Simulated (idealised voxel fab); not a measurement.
process module | voxel self aligned contacts
cross-section cut | 240 nm wide | cells 5 nm
A cross-section is a grid of square cells, given in bands from the top down. A band is one or more rows of cells.
Each band's line starts with the height of the band's top and of its bottom, in nm. Then come its materials from left to right, each with its width in nm. One material with "throughout" fills the band from edge to edge. "air" is empty space.
Height 0 is the level under which the wafer as received is all one material. The lowest band goes on downwards, as in "0 down".
A width such as "30 to 40" changes by the same amount from each row of cells to the next, from the band's top row to its bottom row.
"no change" after a step means that no cell of the cross-section changed.
closed voids: empty space of 8 cells or more with no open way to the top, each as width x height at its distance from the left edge, in nm
after a step's settings: what the simulator itself notes on the step
overlay nm, on a step with a mask: how far to the right of its planned place the mask lay; to the left if negative
plan
1 op RECEIVE | material Si
2 op OXIDIZE | depth nm 5
3 op DIRECTIONAL_DEP | material polySi | thk nm 30
4 op DIRECTIONAL_DEP | material SiN | thk nm 20
5 op DIRECTIONAL_DEP | material aC | thk nm 10
6 op PATTERN | tone cover | mask id GATE | material resist | width nm 25 | pitch nm 65 | thk nm 30 | overlay nm 0
7 op DIRECTIONAL_ETCH | etch materials aC | depth nm 10
8 op STRIP | etch materials resist
9 op DIRECTIONAL_ETCH | etch materials SiN | depth nm 20
10 op DIRECTIONAL_ETCH | etch materials polySi | depth nm 30
11 op STRIP | etch materials aC
12 op CONFORMAL_DEP | material SiN | thk nm 10
13 op DIRECTIONAL_ETCH | etch materials SiN | depth nm 10
14 op FILL_DEP | material SiO2 | thk nm 15
15 op CMP | height nm 60
16 op DIRECTIONAL_DEP | material aC | thk nm 10
17 op PATTERN | tone open | mask id CONTACT | material resist | width nm 50 | thk nm 25 | overlay nm 0
18 op DIRECTIONAL_ETCH | etch materials aC | depth nm 10
19 op STRIP | etch materials resist
20 op DIRECTIONAL_ETCH | etch materials SiO2 | depth nm 65
21 op STRIP | etch materials aC
22 op CONFORMAL_DEP | material TiN | thk nm 5
23 op FILL_DEP | material W | thk nm 5
24 op CMP | height nm 60
25 op CONFORMAL_DEP | material SiN | thk nm 5
as received, after step 1
  0 down: Si throughout
  closed voids: none
a wafer at the end: this start, this plan, one mistake
  65 to 60: SiN throughout
  60 to 50: SiO2 95 | TiN 5 to 20 | W 40 to 10 | TiN 5 to 20 | SiO2 95
  50 to 30: SiO2 65 | SiN 45 | TiN 5 | W 10 | TiN 5 | SiN 45 | SiO2 65
  30 to 5: SiO2 65 | SiN 10 | polySi 25 | SiN 10 | TiN 5 | W 10 | TiN 5 | SiN 10 | polySi 25 | SiN 10 | SiO2 65
  5 to 0: SiO2 65 | SiN 10 | polySi 25 | SiN 10 | TiN 20 | SiN 10 | polySi 25 | SiN 10 | SiO2 65
  0 down: Si throughout
  closed voids: none
what went wrong: step 2 was left out
